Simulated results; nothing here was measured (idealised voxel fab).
Title: Process Module voxel wiring stack
For reference, the cross-section in this document is cut, with width 260 nm and square cells of 5 nm.
Cross-section layout: square cells on a grid; listed as bands, top to bottom; a band spans one or more cell rows.
Within each band entry, the heights of the top and of the bottom of the band appear first, in that order and in nm; the materials of the band then follow from left to right, each with its corresponding width in nm. The designation "full width" on a single material indicates that it fills the band from edge to edge; the designation "empty" indicates empty space.
Heights are reckoned from 0. Under this level, the received wafer is all of one material. The bottommost band is open-ended downward, for example "0..down".
A width given as "30->40" starts at the first number in the band's top row and ends at the second number in its bottom row, shifting by an equal amount at every step from row to row.
You'll sometimes find "remained unchanged" written for a step, and that's the way of saying that nowhere in the cross-section did a cell change during that step.
"Closed cavity list" - sealed voids, min. 8 cells, no opening to top; format: width x height at distance (distance from left edge; nm throughout).
If you see something after the settings on a step's line, that's the simulator's own remark about that step.
"overlay nm" on a masked step: distance the mask lay right of its planned place, negative for left.
PROCESS STEPS - PLAN
- 1: RECEIVE [material Si]
- 2: CONFORMAL_DEP [material SiO2] [thk nm 15]
- 3: DIRECTIONAL_DEP [material TiN] [thk nm 5]
- 4: DIRECTIONAL_DEP [material Ru] [thk nm 15]
- 5: PATTERN [tone cover] [mask id METAL_1] [material resist] [width nm 20] [pitch nm 45] [thk nm 20] [overlay nm 0]
- 6: DIRECTIONAL_ETCH [etch materials Ru] [depth nm 15]
- 7: DIRECTIONAL_ETCH [etch materials TiN] [depth nm 5]
- 8: STRIP [etch materials resist]
- 9: CONFORMAL_DEP [material SiN] [thk nm 5]
- 10: FILL_DEP [material SiO2] [thk nm 10]
- 11: CMP [height nm 35]
- 12: CONFORMAL_DEP [material SiCN] [thk nm 5]
- 13: DIRECTIONAL_DEP [material SiO2] [thk nm 30]
- 14: MASKED_ETCH [tone open] [mask id METAL_2_HOLES] [width nm 15] [pitch nm 45] [etch materials SiO2] [depth nm 30] [overlay nm 0]
- 15: MASKED_ETCH [tone open] [mask id METAL_2] [width nm 20] [pitch nm 45] [etch materials SiO2] [depth nm 15] [overlay nm 0]
- 16: MASKED_ETCH [tone open] [mask id METAL_2] [width nm 20] [pitch nm 45] [etch materials SiCN] [depth nm 5] [overlay nm 0]
- 17: CONFORMAL_DEP [material TiN] [thk nm 5]
- 18: FILL_DEP [material Ru] [thk nm 10]
- 19: CMP [height nm 70]
- 20: CONFORMAL_DEP [material SiCN] [thk nm 5]
AS-RECEIVED WAFER CROSS-SECTION (AFTER STEP 1)
	0..down = Si full width
	Closed cavity list: none
WAFER AT MODULE END, IN SECTION. BEGAN AS ABOVE, PLANNED AS ABOVE, RUN WITH ONE MISTAKE
	75..70 = SiCN full width
	70..60 = SiO2 50; TiN 5; Ru 10; TiN 5; SiO2 25; TiN 5; Ru 10; TiN 5; SiO2 25; TiN 5; Ru 10; TiN 5; SiO2 25; TiN 5; Ru 10; TiN 5; SiO2 55
	60..55 = SiO2 50; TiN 5; Ru 5; TiN 10; SiO2 25; TiN 5; Ru 5; TiN 10; SiO2 25; TiN 5; Ru 5; TiN 10; SiO2 25; TiN 5; Ru 5; TiN 10; SiO2 55
	55..40 = SiO2 50; TiN 5; Ru 5; TiN 5; SiO2 30; TiN 5; Ru 5; TiN 5; SiO2 30; TiN 5; Ru 5; TiN 5; SiO2 30; TiN 5; Ru 5; TiN 5; SiO2 60
	40..35 = SiO2 50; TiN 15; SiO2 30; TiN 15; SiO2 30; TiN 15; SiO2 30; TiN 15; SiO2 60
	35..20 = SiO2 45; SiN 5; Ru 20; SiN 5; SiO2 15; SiN 5; Ru 20; SiN 5; SiO2 15; SiN 5; Ru 20; SiN 5; SiO2 15; SiN 5; Ru 20; SiN 5; SiO2 50
	20..15 = SiN 50; TiN 20; SiN 25; TiN 20; SiN 25; TiN 20; SiN 25; TiN 20; SiN 55
	15..0 = SiO2 full width
	0..down = Si full width
	Closed cavity list: none
What was done differently from what was planned? step 12 ran differently from the plan; actual operation with settings: CONFORMAL_DEP [material SiO2] [thk nm 5]
